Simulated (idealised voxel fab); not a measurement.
The process module that follows is named voxel air gaps.
Shown is cross-section cut, with a width of 210 nm and square cells of size 5 nm.
A cross-section in this document is a grid of square cells, and it is written down as bands, the top band listed before the ones below it; a band is made up of one or more rows of cells.
This entry defines a band. It first specifies the height of the band's top and the height of its bottom in nm, and then specifies the band's materials from left to right, stating each material with its width in nm. The word "edge to edge" identifies a single material that fills the band from edge to edge, while the word "blank" identifies empty space.
Height datum 0, below which the as-received substrate wafer is one material. Lowest band open at the bottom, running downward: "0..down".
A width given as "30->40" starts at the first number in the band's top row and ends at the second number in its bottom row, shifting by an equal amount at every step from row to row.
Where the words "no change occurred" appear for a step, the cross-section shows no cell changed by that step; every cell remained as before.
"Enclosed voids" lists enclosed empty spaces (at least 8 cells, no open path upward to the top), each as width x height at distance from the left edge, in nm.
Where a step's line continues beyond its settings, the continuation is a remark by the simulator itself on that step.
Among the settings permitted on a step's line is "overlay nm"; applied to a step with a mask, it specifies the extent to which the mask lay to the right of its planned position, whereas a negative figure signifies a position to the left.
## Planned step list for the process
- 1: RECEIVE with material Si
- 2: CONFORMAL_DEP with material SiO2, thk nm 10
- 3: CONFORMAL_DEP with material SiCN, thk nm 5
- 4: DIRECTIONAL_DEP with material lowk, thk nm 35
- 5: MASKED_ETCH with tone open, mask id LINES, width nm 20, pitch nm 50, etch materials lowk, depth nm 35, overlay nm -5
- 6: CONFORMAL_DEP with material TiN, thk nm 5
- 7: FILL_DEP with material W, thk nm 5
- 8: CMP with height nm 50
- 9: EPI with material Ru, thk nm 10
- 10: SELECTIVE_ETCH with etch materials lowk, depth nm 45
- 11: CONFORMAL_DEP with material SiCN, thk nm 5
Split variable: overlay nm, step 5. Plan value = first wafer. Wafers start alike.
## Cross-sectional view of the first of several wafers in the as-received condition, corresponding to the state following step 1
  0..down: Si edge to edge
  Enclosed voids: none
## Take a look at the first of several wafers in cross-section: the module is done, and step 11 was its last step
  65..60: SiCN (200); blank (10)
  60..50: SiCN (5); Ru (40); SiCN (10); Ru (40); SiCN (10); Ru (40); SiCN (10); Ru (40); SiCN (5); blank (10)
  50..45: SiCN (15); TiN (5); W (10); TiN (5); SiCN (30); TiN (5); W (10); TiN (5); SiCN (30); TiN (5); W (10); TiN (5); SiCN (30); TiN (5); W (10); TiN (5); SiCN (15); blank (10)
  45..20: blank (10); SiCN (5); TiN (5); W (10); TiN (5); SiCN (5); blank (20); SiCN (5); TiN (5); W (10); TiN (5); SiCN (5); blank (20); SiCN (5); TiN (5); W (10); TiN (5); SiCN (5); blank (20); SiCN (5); TiN (5); W (10); TiN (5); SiCN (5); blank (20)
  20..15: SiCN (15); TiN (20); SiCN (30); TiN (20); SiCN (30); TiN (20); SiCN (30); TiN (20); SiCN (25)
  15..10: SiCN edge to edge
  10..0: SiO2 edge to edge
  0..down: Si edge to edge
  Enclosed voids: 10 x 25 at 0; 20 x 25 at 40; 20 x 25 at 90; 20 x 25 at 140
## Cross-section, last wafer, module completion
  65..60: blank (10); SiCN (200)
  60..50: blank (10); SiCN (5); Ru (40); SiCN (10); Ru (40); SiCN (10); Ru (40); SiCN (10); Ru (40); SiCN (5)
  50..45: blank (10); SiCN (15); TiN (5); W (10); TiN (5); SiCN (30); TiN (5); W (10); TiN (5); SiCN (30); TiN (5); W (10); TiN (5); SiCN (30); TiN (5); W (10); TiN (5); SiCN (15)
  45..20: blank (20); SiCN (5); TiN (5); W (10); TiN (5); SiCN (5); blank (20); SiCN (5); TiN (5); W (10); TiN (5); SiCN (5); blank (20); SiCN (5); TiN (5); W (10); TiN (5); SiCN (5); blank (20); SiCN (5); TiN (5); W (10); TiN (5); SiCN (5); blank (10)
  20..15: SiCN (25); TiN (20); SiCN (30); TiN (20); SiCN (30); TiN (20); SiCN (30); TiN (20); SiCN (15)
  15..10: SiCN edge to edge
  10..0: SiO2 edge to edge
  0..down: Si edge to edge
  Enclosed voids: 20 x 25 at 50; 20 x 25 at 100; 20 x 25 at 150; 10 x 25 at 200
## Basically each wafer gets a line in the table, showing it at the end of the module: material by material, the cells it gained (+) or lost (-) since we got it, then its closed voids
overlay nm -5, +64 Ru, +188 SiCN, +84 SiO2, +64 TiN, +48 W, Enclosed voids: 10 x 25 at 0; 20 x 25 at 40; 20 x 25 at 90; 20 x 25 at 140
overlay nm 0, +64 Ru, +188 SiCN, +84 SiO2, +64 TiN, +48 W, Enclosed voids: 20 x 25 at 45; 20 x 25 at 95; 20 x 25 at 145
overlay nm 5, +64 Ru, +188 SiCN, +84 SiO2, +64 TiN, +48 W, Enclosed voids: 20 x 25 at 50; 20 x 25 at 100; 20 x 25 at 150; 10 x 25 at 200
